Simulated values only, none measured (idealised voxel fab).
process module | voxel self aligned vias
cross-section cut | 285 nm wide | cells 5 nm
A cross-section is a grid of square cells, given in bands from the top down. A band is one or more rows of cells.
Each band's line starts with the height of the band's top and of its bottom, in nm. Then come its materials from left to right, each with its width in nm. One material with "throughout" fills the band from edge to edge. "air" is empty space.
Height 0 is the level under which the wafer as received is all one material. The lowest band goes on downwards, as in "0 down".
A width such as "30 to 40" changes by the same amount from each row of cells to the next, from the band's top row to its bottom row.
"no change" after a step means that no cell of the cross-section changed.
closed voids: empty space of 8 cells or more with no open way to the top, each as width x height at its distance from the left edge, in nm
after a step's settings: what the simulator itself notes on the step
overlay nm, on a step with a mask: how far to the right of its planned place the mask lay; to the left if negative
Each pair below shows a cross-section before one step and the cross-section after it, down to the lowest band that changed. The line under each pair gives the step between them, with its settings. The pairs can come from different runs of this module on the same starting wafer, so a pair continues from the pair above only where its "before" says so.
before
  0 down: Si throughout
  closed voids: none
after
  10 to 0: SiO2 throughout
  below 0: unchanged
  closed voids: none
the step between: op CONFORMAL_DEP | material SiO2 | thk nm 10
before: the cross-section after the pair above
after
  15 to 10: SiCN throughout
  below 10: unchanged
  closed voids: none
the step between: op CONFORMAL_DEP | material SiCN | thk nm 5
before: the cross-section after the pair above
after
  40 to 15: SiO2 throughout
  below 15: unchanged
  closed voids: none
the step between: op DIRECTIONAL_DEP | material SiO2 | thk nm 25
before: the cross-section after the pair above
after
  55 to 40: resist 75 | air 20 | resist 35 | air 20 | resist 35 | air 20 | resist 80
  below 40: unchanged
  closed voids: none
the step between: op PATTERN | tone open | mask id LINES | material resist | width nm 20 | pitch nm 55 | thk nm 15 | overlay nm 0
before: the cross-section after the pair above
after
  55 to 40: resist 75 | air 20 | resist 35 | air 20 | resist 35 | air 20 | resist 80
  40 to 15: SiO2 75 | air 20 | SiO2 35 | air 20 | SiO2 35 | air 20 | SiO2 80
  below 15: unchanged
  closed voids: none
the step between: op DIRECTIONAL_ETCH | etch materials SiO2 | depth nm 25
before: the cross-section after the pair above
after
  40 to 15: SiO2 75 | air 20 | SiO2 35 | air 20 | SiO2 35 | air 20 | SiO2 80
  below 15: unchanged
  closed voids: none
the step between: op STRIP | etch materials resist
before: the cross-section after the pair above
after
  45 to 40: TiN 80 | air 10 | TiN 45 | air 10 | TiN 45 | air 10 | TiN 85
  40 to 20: SiO2 75 | TiN 5 | air 10 | TiN 5 | SiO2 35 | TiN 5 | air 10 | TiN 5 | SiO2 35 | TiN 5 | air 10 | TiN 5 | SiO2 80
  20 to 15: SiO2 75 | TiN 20 | SiO2 35 | TiN 20 | SiO2 35 | TiN 20 | SiO2 80
  below 15: unchanged
  closed voids: none
the step between: op CONFORMAL_DEP | material TiN | thk nm 5
before: the cross-section after the pair above
after
  50 to 45: Ru throughout
  45 to 40: TiN 80 | Ru 10 | TiN 45 | Ru 10 | TiN 45 | Ru 10 | TiN 85
  40 to 20: SiO2 75 | TiN 5 | Ru 10 | TiN 5 | SiO2 35 | TiN 5 | Ru 10 | TiN 5 | SiO2 35 | TiN 5 | Ru 10 | TiN 5 | SiO2 80
  below 20: unchanged
  closed voids: none
the step between: op FILL_DEP | material Ru | thk nm 5
before: the cross-section after the pair above
after
  40 to 20: SiO2 75 | TiN 5 | Ru 10 | TiN 5 | SiO2 35 | TiN 5 | Ru 10 | TiN 5 | SiO2 35 | TiN 5 | Ru 10 | TiN 5 | SiO2 80
  below 20: unchanged
  closed voids: none
the step between: op CMP | height nm 40
before: the cross-section after the pair above
after
  40 to 30: SiO2 75 | air 20 | SiO2 35 | air 20 | SiO2 35 | air 20 | SiO2 80
  below 30: unchanged
  closed voids: none
the step between: op SELECTIVE_ETCH | etch materials W Ru TiN | depth nm 10
before: the cross-section after the pair above
after
  45 to 40: SiN throughout
  40 to 30: SiO2 75 | SiN 20 | SiO2 35 | SiN 20 | SiO2 35 | SiN 20 | SiO2 80
  below 30: unchanged
  closed voids: none
the step between: op FILL_DEP | material SiN | thk nm 5
before: the cross-section after the pair above
after
  40 to 30: SiO2 75 | SiN 20 | SiO2 35 | SiN 20 | SiO2 35 | SiN 20 | SiO2 80
  below 30: unchanged
  closed voids: none
the step between: op CMP | height nm 40
before: the cross-section after the pair above
after
  60 to 40: SiO2 throughout
  below 40: unchanged
  closed voids: none
the step between: op DIRECTIONAL_DEP | material SiO2 | thk nm 20
before: the cross-section after the pair above
after
  80 to 60: resist 65 | air 40 | resist 70 | air 40 | resist 70
  below 60: unchanged
  closed voids: none
the step between: op PATTERN | tone open | mask id VIAS | material resist | width nm 40 | pitch nm 110 | thk nm 20 | overlay nm 0
before: the cross-section after the pair above
after
  80 to 60: resist 65 | air 40 | resist 70 | air 40 | resist 70
  60 to 40: SiO2 65 | air 40 | SiO2 70 | air 40 | SiO2 70
  below 40: unchanged
  closed voids: none
the step between: op DIRECTIONAL_ETCH | etch materials SiO2 | depth nm 20
before: the cross-section after the pair above
after
  80 to 60: resist 65 | air 40 | resist 70 | air 40 | resist 70
  60 to 40: SiO2 65 | air 40 | SiO2 70 | air 40 | SiO2 70
  40 to 30: SiO2 75 | air 20 | SiO2 35 | SiN 20 | SiO2 35 | air 20 | SiO2 80
  below 30: unchanged
  closed voids: none
the step between: op DIRECTIONAL_ETCH | etch materials SiN | depth nm 10
before: the cross-section after the pair above
after
  60 to 40: SiO2 65 | air 40 | SiO2 70 | air 40 | SiO2 70
  below 40: unchanged
  closed voids: none
the step between: op STRIP | etch materials resist
before: the cross-section after the pair above
after
  65 to 60: TiN 70 | air 30 | TiN 80 | air 30 | TiN 75
  60 to 45: SiO2 65 | TiN 5 | air 30 | TiN 5 | SiO2 70 | TiN 5 | air 30 | TiN 5 | SiO2 70
  45 to 40: SiO2 65 | TiN 15 | air 10 | TiN 15 | SiO2 70 | TiN 15 | air 10 | TiN 15 | SiO2 70
  40 to 35: SiO2 75 | TiN 5 | air 10 | TiN 5 | SiO2 35 | SiN 20 | SiO2 35 | TiN 5 | air 10 | TiN 5 | SiO2 80
  35 to 30: SiO2 75 | TiN 20 | SiO2 35 | SiN 20 | SiO2 35 | TiN 20 | SiO2 80
  below 30: unchanged
  closed voids: none
the step between: op CONFORMAL_DEP | material TiN | thk nm 5
before: the cross-section after the pair above
after
  70 to 65: Ru throughout
  65 to 60: TiN 70 | Ru 30 | TiN 80 | Ru 30 | TiN 75
  60 to 45: SiO2 65 | TiN 5 | Ru 30 | TiN 5 | SiO2 70 | TiN 5 | Ru 30 | TiN 5 | SiO2 70
  45 to 40: SiO2 65 | TiN 15 | Ru 10 | TiN 15 | SiO2 70 | TiN 15 | Ru 10 | TiN 15 | SiO2 70
  40 to 35: SiO2 75 | TiN 5 | Ru 10 | TiN 5 | SiO2 35 | SiN 20 | SiO2 35 | TiN 5 | Ru 10 | TiN 5 | SiO2 80
  below 35: unchanged
  closed voids: none
the step between: op FILL_DEP | material Ru | thk nm 5
before: the cross-section after the pair above
after
  60 to 45: SiO2 65 | TiN 5 | Ru 30 | TiN 5 | SiO2 70 | TiN 5 | Ru 30 | TiN 5 | SiO2 70
  below 45: unchanged
  closed voids: none
the step between: op CMP | height nm 60
before: the cross-section after the pair above
after
  65 to 60: SiCN throughout
  below 60: unchanged
  closed voids: none
the step between: op CONFORMAL_DEP | material SiCN | thk nm 5
before
  10 to 0: SiO2 throughout
  0 down: Si throughout
  closed voids: none
after
  35 to 0: SiO2 throughout
  below 0: unchanged
  closed voids: none
the step between: op DIRECTIONAL_DEP | material SiO2 | thk nm 25
before: the cross-section after the pair above
after
  50 to 35: resist 75 | air 20 | resist 35 | air 20 | resist 35 | air 20 | resist 80
  below 35: unchanged
  closed voids: none
the step between: op PATTERN | tone open | mask id LINES | material resist | width nm 20 | pitch nm 55 | thk nm 15 | overlay nm 0
before: the cross-section after the pair above
after
  50 to 35: resist 75 | air 20 | resist 35 | air 20 | resist 35 | air 20 | resist 80
  35 to 10: SiO2 75 | air 20 | SiO2 35 | air 20 | SiO2 35 | air 20 | SiO2 80
  below 10: unchanged
  closed voids: none
the step between: op DIRECTIONAL_ETCH | etch materials SiO2 | depth nm 25
before: the cross-section after the pair above
after
  35 to 10: SiO2 75 | air 20 | SiO2 35 | air 20 | SiO2 35 | air 20 | SiO2 80
  below 10: unchanged
  closed voids: none
the step between: op STRIP | etch materials resist
before: the cross-section after the pair above
after
  40 to 35: TiN 80 | air 10 | TiN 45 | air 10 | TiN 45 | air 10 | TiN 85
  35 to 15: SiO2 75 | TiN 5 | air 10 | TiN 5 | SiO2 35 | TiN 5 | air 10 | TiN 5 | SiO2 35 | TiN 5 | air 10 | TiN 5 | SiO2 80
  15 to 10: SiO2 75 | TiN 20 | SiO2 35 | TiN 20 | SiO2 35 | TiN 20 | SiO2 80
  below 10: unchanged
  closed voids: none
the step between: op CONFORMAL_DEP | material TiN | thk nm 5
before: the cross-section after the pair above
after
  45 to 40: Ru throughout
  40 to 35: TiN 80 | Ru 10 | TiN 45 | Ru 10 | TiN 45 | Ru 10 | TiN 85
  35 to 15: SiO2 75 | TiN 5 | Ru 10 | TiN 5 | SiO2 35 | TiN 5 | Ru 10 | TiN 5 | SiO2 35 | TiN 5 | Ru 10 | TiN 5 | SiO2 80
  below 15: unchanged
  closed voids: none
the step between: op FILL_DEP | material Ru | thk nm 5
before: the cross-section after the pair above
after
  40 to 35: TiN 80 | Ru 10 | TiN 45 | Ru 10 | TiN 45 | Ru 10 | TiN 85
  below 35: unchanged
  closed voids: none
the step between: op CMP | height nm 40
before: the cross-section after the pair above
after
  35 to 30: SiO2 75 | air 20 | SiO2 35 | air 20 | SiO2 35 | air 20 | SiO2 80
  below 30: unchanged
  closed voids: none
the step between: op SELECTIVE_ETCH | etch materials W Ru TiN | depth nm 10
before: the cross-section after the pair above
after
  40 to 35: SiN throughout
  35 to 30: SiO2 75 | SiN 20 | SiO2 35 | SiN 20 | SiO2 35 | SiN 20 | SiO2 80
  below 30: unchanged
  closed voids: none
the step between: op FILL_DEP | material SiN | thk nm 5
before: the cross-section after the pair above
after
  60 to 40: SiO2 throughout
  below 40: unchanged
  closed voids: none
the step between: op DIRECTIONAL_DEP | material SiO2 | thk nm 20
before: the cross-section after the pair above
after
  80 to 60: resist 65 | air 40 | resist 70 | air 40 | resist 70
  below 60: unchanged
  closed voids: none
the step between: op PATTERN | tone open | mask id VIAS | material resist | width nm 40 | pitch nm 110 | thk nm 20 | overlay nm 0
before: the cross-section after the pair above
after
  80 to 60: resist 65 | air 40 | resist 70 | air 40 | resist 70
  60 to 40: SiO2 65 | air 40 | SiO2 70 | air 40 | SiO2 70
  below 40: unchanged
  closed voids: none
the step between: op DIRECTIONAL_ETCH | etch materials SiO2 | depth nm 20
before: the cross-section after the pair above
after
  80 to 60: resist 65 | air 40 | resist 70 | air 40 | resist 70
  60 to 40: SiO2 65 | air 40 | SiO2 70 | air 40 | SiO2 70
  40 to 35: SiN 65 | air 40 | SiN 70 | air 40 | SiN 70
  35 to 30: SiO2 75 | air 20 | SiO2 35 | SiN 20 | SiO2 35 | air 20 | SiO2 80
  below 30: unchanged
  closed voids: none
the step between: op DIRECTIONAL_ETCH | etch materials SiN | depth nm 10
before: the cross-section after the pair above
after
  60 to 40: SiO2 65 | air 40 | SiO2 70 | air 40 | SiO2 70
  below 40: unchanged
  closed voids: none
the step between: op STRIP | etch materials resist
before: the cross-section after the pair above
after
  65 to 60: TiN 70 | air 30 | TiN 80 | air 30 | TiN 75
  60 to 40: SiO2 65 | TiN 5 | air 30 | TiN 5 | SiO2 70 | TiN 5 | air 30 | TiN 5 | SiO2 70
  40 to 35: SiN 65 | TiN 15 | air 10 | TiN 15 | SiN 70 | TiN 15 | air 10 | TiN 15 | SiN 70
  35 to 30: SiO2 75 | TiN 20 | SiO2 35 | SiN 20 | SiO2 35 | TiN 20 | SiO2 80
  below 30: unchanged
  closed voids: none
the step between: op CONFORMAL_DEP | material TiN | thk nm 5
before: the cross-section after the pair above
after
  70 to 65: Ru throughout
  65 to 60: TiN 70 | Ru 30 | TiN 80 | Ru 30 | TiN 75
  60 to 40: SiO2 65 | TiN 5 | Ru 30 | TiN 5 | SiO2 70 | TiN 5 | Ru 30 | TiN 5 | SiO2 70
  40 to 35: SiN 65 | TiN 15 | Ru 10 | TiN 15 | SiN 70 | TiN 15 | Ru 10 | TiN 15 | SiN 70
  below 35: unchanged
  closed voids: none
the step between: op FILL_DEP | material Ru | thk nm 5
before: the cross-section after the pair above
after
  60 to 40: SiO2 65 | TiN 5 | Ru 30 | TiN 5 | SiO2 70 | TiN 5 | Ru 30 | TiN 5 | SiO2 70
  below 40: unchanged
  closed voids: none
the step between: op CMP | height nm 60
before: the cross-section after the pair above
after
  65 to 60: SiCN throughout
  below 60: unchanged
  closed voids: none
the step between: op CONFORMAL_DEP | material SiCN | thk nm 5
before
  80 to 60: resist 65 | air 40 | resist 70 | air 40 | resist 70
  60 to 40: SiO2 65 | air 40 | SiO2 70 | air 40 | SiO2 70
  40 to 30: SiO2 75 | SiN 20 | SiO2 35 | SiN 20 | SiO2 35 | SiN 20 | SiO2 80
  30 to 20: SiO2 75 | TiN 5 | Ru 10 | TiN 5 | SiO2 35 | TiN 5 | Ru 10 | TiN 5 | SiO2 35 | TiN 5 | Ru 10 | TiN 5 | SiO2 80
  20 to 15: SiO2 75 | TiN 20 | SiO2 35 | TiN 20 | SiO2 35 | TiN 20 | SiO2 80
  15 to 10: SiCN throughout
  10 to 0: SiO2 throughout
  0 down: Si throughout
  closed voids: none
after
  80 to 60: resist 65 | air 40 | resist 70 | air 40 | resist 70
  60 to 40: SiO2 65 | air 40 | SiO2 70 | air 40 | SiO2 70
  40 to 30: SiO2 65 | air 10 | SiN 20 | air 10 | SiO2 25 | SiN 20 | SiO2 25 | air 10 | SiN 20 | air 10 | SiO2 70
  30 to 20: SiO2 65 | air 10 | TiN 5 | Ru 10 | TiN 5 | air 10 | SiO2 25 | TiN 5 | Ru 10 | TiN 5 | SiO2 25 | air 10 | TiN 5 | Ru 10 | TiN 5 | air 10 | SiO2 70
  below 20: unchanged
  closed voids: none
the step between: op DIRECTIONAL_ETCH | etch materials SiO2 | depth nm 20
before: the cross-section after the pair above
after
  80 to 60: resist 65 | air 40 | resist 70 | air 40 | resist 70
  60 to 40: SiO2 65 | air 40 | SiO2 70 | air 40 | SiO2 70
  40 to 30: SiO2 65 | air 40 | SiO2 25 | SiN 20 | SiO2 25 | air 40 | SiO2 70
  below 30: unchanged
  closed voids: none
the step between: op DIRECTIONAL_ETCH | etch materials SiN | depth nm 10
before: the cross-section after the pair above
after
  60 to 40: SiO2 65 | air 40 | SiO2 70 | air 40 | SiO2 70
  below 40: unchanged
  closed voids: none
the step between: op STRIP | etch materials resist
before: the cross-section after the pair above
after
  65 to 60: TiN 70 | air 30 | TiN 80 | air 30 | TiN 75
  60 to 40: SiO2 65 | TiN 5 | air 30 | TiN 5 | SiO2 70 | TiN 5 | air 30 | TiN 5 | SiO2 70
  40 to 35: SiO2 65 | TiN 5 | air 30 | TiN 5 | SiO2 25 | SiN 20 | SiO2 25 | TiN 5 | air 30 | TiN 5 | SiO2 70
  35 to 30: SiO2 65 | TiN 40 | SiO2 25 | SiN 20 | SiO2 25 | TiN 40 | SiO2 70
  30 to 20: SiO2 65 | TiN 15 | Ru 10 | TiN 15 | SiO2 25 | TiN 5 | Ru 10 | TiN 5 | SiO2 25 | TiN 15 | Ru 10 | TiN 15 | SiO2 70
  below 20: unchanged
  closed voids: none
the step between: op CONFORMAL_DEP | material TiN | thk nm 5
before: the cross-section after the pair above
after
  70 to 65: Ru throughout
  65 to 60: TiN 70 | Ru 30 | TiN 80 | Ru 30 | TiN 75
  60 to 40: SiO2 65 | TiN 5 | Ru 30 | TiN 5 | SiO2 70 | TiN 5 | Ru 30 | TiN 5 | SiO2 70
  40 to 35: SiO2 65 | TiN 5 | Ru 30 | TiN 5 | SiO2 25 | SiN 20 | SiO2 25 | TiN 5 | Ru 30 | TiN 5 | SiO2 70
  below 35: unchanged
  closed voids: none
the step between: op FILL_DEP | material Ru | thk nm 5
before: the cross-section after the pair above
after
  60 to 40: SiO2 65 | TiN 5 | Ru 30 | TiN 5 | SiO2 70 | TiN 5 | Ru 30 | TiN 5 | SiO2 70
  below 40: unchanged
  closed voids: none
the step between: op CMP | height nm 60
before: the cross-section after the pair above
after
  65 to 60: SiCN throughout
  below 60: unchanged
  closed voids: none
the step between: op CONFORMAL_DEP | material SiCN | thk nm 5
before
  35 to 0: SiO2 throughout
  0 down: Si throughout
  closed voids: none
after
  40 to 35: SiCN throughout
  below 35: unchanged
  closed voids: none
the step between: op CONFORMAL_DEP | material SiCN | thk nm 5
before: the cross-section after the pair above
after
  55 to 40: resist 75 | air 20 | resist 35 | air 20 | resist 35 | air 20 | resist 80
  below 40: unchanged
  closed voids: none
the step between: op PATTERN | tone open | mask id LINES | material resist | width nm 20 | pitch nm 55 | thk nm 15 | overlay nm 0
before: the cross-section after the pair above
after
  40 to 35: SiCN throughout
  below 35: unchanged
  closed voids: none
the step between: op STRIP | etch materials resist
before: the cross-section after the pair above
after
  45 to 40: TiN throughout
  below 40: unchanged
  closed voids: none
the step between: op CONFORMAL_DEP | material TiN | thk nm 5
before: the cross-section after the pair above
after
  50 to 45: Ru throughout
  below 45: unchanged
  closed voids: none
the step between: op FILL_DEP | material Ru | thk nm 5
before: the cross-section after the pair above
after
  40 to 35: SiCN throughout
  below 35: unchanged
  closed voids: none
the step between: op CMP | height nm 40
before: the cross-section after the pair above
after
  45 to 40: SiN throughout
  below 40: unchanged
  closed voids: none
the step between: op FILL_DEP | material SiN | thk nm 5
before: the cross-section after the pair above
after
  40 to 35: SiCN throughout
  below 35: unchanged
  closed voids: none
the step between: op CMP | height nm 40
before: the cross-section after the pair above
after
  60 to 40: SiO2 throughout
  below 40: unchanged
  closed voids: none
the step between: op DIRECTIONAL_DEP | material SiO2 | thk nm 20
before: the cross-section after the pair above
after
  80 to 60: resist 65 | air 40 | resist 70 | air 40 | resist 70
  below 60: unchanged
  closed voids: none
the step between: op PATTERN | tone open | mask id VIAS | material resist | width nm 40 | pitch nm 110 | thk nm 20 | overlay nm 0
before: the cross-section after the pair above
after
  80 to 60: resist 65 | air 40 | resist 70 | air 40 | resist 70
  60 to 40: SiO2 65 | air 40 | SiO2 70 | air 40 | SiO2 70
  below 40: unchanged
  closed voids: none
the step between: op DIRECTIONAL_ETCH | etch materials SiO2 | depth nm 20
before: the cross-section after the pair above
after
  60 to 40: SiO2 65 | air 40 | SiO2 70 | air 40 | SiO2 70
  below 40: unchanged
  closed voids: none
the step between: op STRIP | etch materials resist
before: the cross-section after the pair above
after
  65 to 60: TiN 70 | air 30 | TiN 80 | air 30 | TiN 75
  60 to 45: SiO2 65 | TiN 5 | air 30 | TiN 5 | SiO2 70 | TiN 5 | air 30 | TiN 5 | SiO2 70
  45 to 40: SiO2 65 | TiN 40 | SiO2 70 | TiN 40 | SiO2 70
  below 40: unchanged
  closed voids: none
the step between: op CONFORMAL_DEP | material TiN | thk nm 5
before: the cross-section after the pair above
after
  70 to 65: Ru throughout
  65 to 60: TiN 70 | Ru 30 | TiN 80 | Ru 30 | TiN 75
  60 to 45: SiO2 65 | TiN 5 | Ru 30 | TiN 5 | SiO2 70 | TiN 5 | Ru 30 | TiN 5 | SiO2 70
  below 45: unchanged
  closed voids: none
the step between: op FILL_DEP | material Ru | thk nm 5
before: the cross-section after the pair above
after
  60 to 45: SiO2 65 | TiN 5 | Ru 30 | TiN 5 | SiO2 70 | TiN 5 | Ru 30 | TiN 5 | SiO2 70
  below 45: unchanged
  closed voids: none
the step between: op CMP | height nm 60
before: the cross-section after the pair above
after
  65 to 60: SiCN throughout
  below 60: unchanged
  closed voids: none
the step between: op CONFORMAL_DEP | material SiCN | thk nm 5
before
  50 to 45: Ru throughout
  45 to 40: TiN 80 | Ru 10 | TiN 45 | Ru 10 | TiN 45 | Ru 10 | TiN 85
  40 to 20: SiO2 75 | TiN 5 | Ru 10 | TiN 5 | SiO2 35 | TiN 5 | Ru 10 | TiN 5 | SiO2 35 | TiN 5 | Ru 10 | TiN 5 | SiO2 80
  20 to 15: SiO2 75 | TiN 20 | SiO2 35 | TiN 20 | SiO2 35 | TiN 20 | SiO2 80
  15 to 10: SiCN throughout
  10 to 0: SiO2 throughout
  0 down: Si throughout
  closed voids: none
after
  35 to 20: SiO2 75 | TiN 5 | Ru 10 | TiN 5 | SiO2 35 | TiN 5 | Ru 10 | TiN 5 | SiO2 35 | TiN 5 | Ru 10 | TiN 5 | SiO2 80
  below 20: unchanged
  closed voids: none
the step between: op CMP | height nm 35
before: the cross-section after the pair above
after
  35 to 25: SiO2 75 | air 20 | SiO2 35 | air 20 | SiO2 35 | air 20 | SiO2 80
  below 25: unchanged
  closed voids: none
the step between: op SELECTIVE_ETCH | etch materials W Ru TiN | depth nm 10
before: the cross-section after the pair above
after
  40 to 35: SiN throughout
  35 to 25: SiO2 75 | SiN 20 | SiO2 35 | SiN 20 | SiO2 35 | SiN 20 | SiO2 80
  below 25: unchanged
  closed voids: none
the step between: op FILL_DEP | material SiN | thk nm 5
before: the cross-section after the pair above
after
  60 to 40: SiO2 throughout
  below 40: unchanged
  closed voids: none
the step between: op DIRECTIONAL_DEP | material SiO2 | thk nm 20
before: the cross-section after the pair above
after
  80 to 60: resist 65 | air 40 | resist 70 | air 40 | resist 70
  below 60: unchanged
  closed voids: none
the step between: op PATTERN | tone open | mask id VIAS | material resist | width nm 40 | pitch nm 110 | thk nm 20 | overlay nm 0
before: the cross-section after the pair above
after
  80 to 60: resist 65 | air 40 | resist 70 | air 40 | resist 70
  60 to 40: SiO2 65 | air 40 | SiO2 70 | air 40 | SiO2 70
  below 40: unchanged
  closed voids: none
the step between: op DIRECTIONAL_ETCH | etch materials SiO2 | depth nm 20
before: the cross-section after the pair above
after
  80 to 60: resist 65 | air 40 | resist 70 | air 40 | resist 70
  60 to 40: SiO2 65 | air 40 | SiO2 70 | air 40 | SiO2 70
  40 to 35: SiN 65 | air 40 | SiN 70 | air 40 | SiN 70
  35 to 30: SiO2 75 | air 20 | SiO2 35 | SiN 20 | SiO2 35 | air 20 | SiO2 80
  below 30: unchanged
  closed voids: none
the step between: op DIRECTIONAL_ETCH | etch materials SiN | depth nm 10
before: the cross-section after the pair above
after
  60 to 40: SiO2 65 | air 40 | SiO2 70 | air 40 | SiO2 70
  below 40: unchanged
  closed voids: none
the step between: op STRIP | etch materials resist
before: the cross-section after the pair above
after
  65 to 60: TiN 70 | air 30 | TiN 80 | air 30 | TiN 75
  60 to 40: SiO2 65 | TiN 5 | air 30 | TiN 5 | SiO2 70 | TiN 5 | air 30 | TiN 5 | SiO2 70
  40 to 35: SiN 65 | TiN 15 | air 10 | TiN 15 | SiN 70 | TiN 15 | air 10 | TiN 15 | SiN 70
  35 to 30: SiO2 75 | TiN 20 | SiO2 35 | SiN 20 | SiO2 35 | TiN 20 | SiO2 80
  below 30: unchanged
  closed voids: none
the step between: op CONFORMAL_DEP | material TiN | thk nm 5
before: the cross-section after the pair above
after
  70 to 65: Ru throughout
  65 to 60: TiN 70 | Ru 30 | TiN 80 | Ru 30 | TiN 75
  60 to 40: SiO2 65 | TiN 5 | Ru 30 | TiN 5 | SiO2 70 | TiN 5 | Ru 30 | TiN 5 | SiO2 70
  40 to 35: SiN 65 | TiN 15 | Ru 10 | TiN 15 | SiN 70 | TiN 15 | Ru 10 | TiN 15 | SiN 70
  below 35: unchanged
  closed voids: none
the step between: op FILL_DEP | material Ru | thk nm 5
before: the cross-section after the pair above
after
  60 to 40: SiO2 65 | TiN 5 | Ru 30 | TiN 5 | SiO2 70 | TiN 5 | Ru 30 | TiN 5 | SiO2 70
  below 40: unchanged
  closed voids: none
the step between: op CMP | height nm 60
before: the cross-section after the pair above
after
  65 to 60: SiCN throughout
  below 60: unchanged
  closed voids: none
the step between: op CONFORMAL_DEP | material SiCN | thk nm 5
before
  40 to 15: SiO2 throughout
  15 to 10: SiCN throughout
  10 to 0: SiO2 throughout
  0 down: Si throughout
  closed voids: none
after
  55 to 40: resist 75 | air 25 | resist 30 | air 25 | resist 30 | air 25 | resist 75
  below 40: unchanged
  closed voids: none
the step between: op PATTERN | tone open | mask id LINES | material resist | width nm 25 | pitch nm 55 | thk nm 15 | overlay nm 0
before: the cross-section after the pair above
after
  55 to 40: resist 75 | air 25 | resist 30 | air 25 | resist 30 | air 25 | resist 75
  40 to 15: SiO2 75 | air 25 | SiO2 30 | air 25 | SiO2 30 | air 25 | SiO2 75
  below 15: unchanged
  closed voids: none
the step between: op DIRECTIONAL_ETCH | etch materials SiO2 | depth nm 25
before: the cross-section after the pair above
after
  40 to 15: SiO2 75 | air 25 | SiO2 30 | air 25 | SiO2 30 | air 25 | SiO2 75
  below 15: unchanged
  closed voids: none
the step between: op STRIP | etch materials resist
before: the cross-section after the pair above
after
  45 to 40: TiN 80 | air 15 | TiN 40 | air 15 | TiN 40 | air 15 | TiN 80
  40 to 20: SiO2 75 | TiN 5 | air 15 | TiN 5 | SiO2 30 | TiN 5 | air 15 | TiN 5 | SiO2 30 | TiN 5 | air 15 | TiN 5 | SiO2 75
  20 to 15: SiO2 75 | TiN 25 | SiO2 30 | TiN 25 | SiO2 30 | TiN 25 | SiO2 75
  below 15: unchanged
  closed voids: none
the step between: op CONFORMAL_DEP | material TiN | thk nm 5
before: the cross-section after the pair above
after
  50 to 45: Ru throughout
  45 to 40: TiN 80 | Ru 15 | TiN 40 | Ru 15 | TiN 40 | Ru 15 | TiN 80
  40 to 20: SiO2 75 | TiN 5 | Ru 15 | TiN 5 | SiO2 30 | TiN 5 | Ru 15 | TiN 5 | SiO2 30 | TiN 5 | Ru 15 | TiN 5 | SiO2 75
  below 20: unchanged
  closed voids: none
the step between: op FILL_DEP | material Ru | thk nm 5
before: the cross-section after the pair above
after
  40 to 20: SiO2 75 | TiN 5 | Ru 15 | TiN 5 | SiO2 30 | TiN 5 | Ru 15 | TiN 5 | SiO2 30 | TiN 5 | Ru 15 | TiN 5 | SiO2 75
  below 20: unchanged
  closed voids: none
the step between: op CMP | height nm 40
before: the cross-section after the pair above
after
  40 to 30: SiO2 75 | air 25 | SiO2 30 | air 25 | SiO2 30 | air 25 | SiO2 75
  below 30: unchanged
  closed voids: none
the step between: op SELECTIVE_ETCH | etch materials W Ru TiN | depth nm 10
before: the cross-section after the pair above
after
  45 to 40: SiN throughout
  40 to 30: SiO2 75 | SiN 25 | SiO2 30 | SiN 25 | SiO2 30 | SiN 25 | SiO2 75
  below 30: unchanged
  closed voids: none
the step between: op FILL_DEP | material SiN | thk nm 5
before: the cross-section after the pair above
after
  40 to 30: SiO2 75 | SiN 25 | SiO2 30 | SiN 25 | SiO2 30 | SiN 25 | SiO2 75
  below 30: unchanged
  closed voids: none
the step between: op CMP | height nm 40
before: the cross-section after the pair above
after
  60 to 40: SiO2 throughout
  below 40: unchanged
  closed voids: none
the step between: op DIRECTIONAL_DEP | material SiO2 | thk nm 20
before: the cross-section after the pair above
after
  80 to 60: resist 65 | air 40 | resist 70 | air 40 | resist 70
  below 60: unchanged
  closed voids: none
the step between: op PATTERN | tone open | mask id VIAS | material resist | width nm 40 | pitch nm 110 | thk nm 20 | overlay nm 0
before: the cross-section after the pair above
after
  80 to 60: resist 65 | air 40 | resist 70 | air 40 | resist 70
  60 to 40: SiO2 65 | air 40 | SiO2 70 | air 40 | SiO2 70
  below 40: unchanged
  closed voids: none
the step between: op DIRECTIONAL_ETCH | etch materials SiO2 | depth nm 20
before: the cross-section after the pair above
after
  80 to 60: resist 65 | air 40 | resist 70 | air 40 | resist 70
  60 to 40: SiO2 65 | air 40 | SiO2 70 | air 40 | SiO2 70
  40 to 30: SiO2 75 | air 25 | SiO2 30 | SiN 25 | SiO2 30 | air 25 | SiO2 75
  below 30: unchanged
  closed voids: none
the step between: op DIRECTIONAL_ETCH | etch materials SiN | depth nm 10
before: the cross-section after the pair above
after
  60 to 40: SiO2 65 | air 40 | SiO2 70 | air 40 | SiO2 70
  below 40: unchanged
  closed voids: none
the step between: op STRIP | etch materials resist
before: the cross-section after the pair above
after
  65 to 60: TiN 70 | air 30 | TiN 80 | air 30 | TiN 75
  60 to 45: SiO2 65 | TiN 5 | air 30 | TiN 5 | SiO2 70 | TiN 5 | air 30 | TiN 5 | SiO2 70
  45 to 40: SiO2 65 | TiN 15 | air 15 | TiN 10 | SiO2 70 | TiN 15 | air 15 | TiN 10 | SiO2 70
  40 to 35: SiO2 75 | TiN 5 | air 15 | TiN 5 | SiO2 30 | SiN 25 | SiO2 30 | TiN 5 | air 15 | TiN 5 | SiO2 75
  35 to 30: SiO2 75 | TiN 25 | SiO2 30 | SiN 25 | SiO2 30 | TiN 25 | SiO2 75
  below 30: unchanged
  closed voids: none
the step between: op CONFORMAL_DEP | material TiN | thk nm 5
before: the cross-section after the pair above
after
  70 to 65: Ru throughout
  65 to 60: TiN 70 | Ru 30 | TiN 80 | Ru 30 | TiN 75
  60 to 45: SiO2 65 | TiN 5 | Ru 30 | TiN 5 | SiO2 70 | TiN 5 | Ru 30 | TiN 5 | SiO2 70
  45 to 40: SiO2 65 | TiN 15 | Ru 15 | TiN 10 | SiO2 70 | TiN 15 | Ru 15 | TiN 10 | SiO2 70
  40 to 35: SiO2 75 | TiN 5 | Ru 15 | TiN 5 | SiO2 30 | SiN 25 | SiO2 30 | TiN 5 | Ru 15 | TiN 5 | SiO2 75
  below 35: unchanged
  closed voids: none
the step between: op FILL_DEP | material Ru | thk nm 5
before: the cross-section after the pair above
after
  60 to 45: SiO2 65 | TiN 5 | Ru 30 | TiN 5 | SiO2 70 | TiN 5 | Ru 30 | TiN 5 | SiO2 70
  below 45: unchanged
  closed voids: none
the step between: op CMP | height nm 60
before: the cross-section after the pair above
after
  65 to 60: SiCN throughout
  below 60: unchanged
  closed voids: none
the step between: op CONFORMAL_DEP | material SiCN | thk nm 5
before
  40 to 15: SiO2 throughout
  15 to 10: SiCN throughout
  10 to 0: SiO2 throughout
  0 down: Si throughout
  closed voids: none
after
  55 to 40: resist 65 | air 20 | resist 35 | air 20 | resist 35 | air 20 | resist 90
  below 40: unchanged
  closed voids: none
the step between: op PATTERN | tone open | mask id LINES | material resist | width nm 20 | pitch nm 55 | thk nm 15 | overlay nm -10
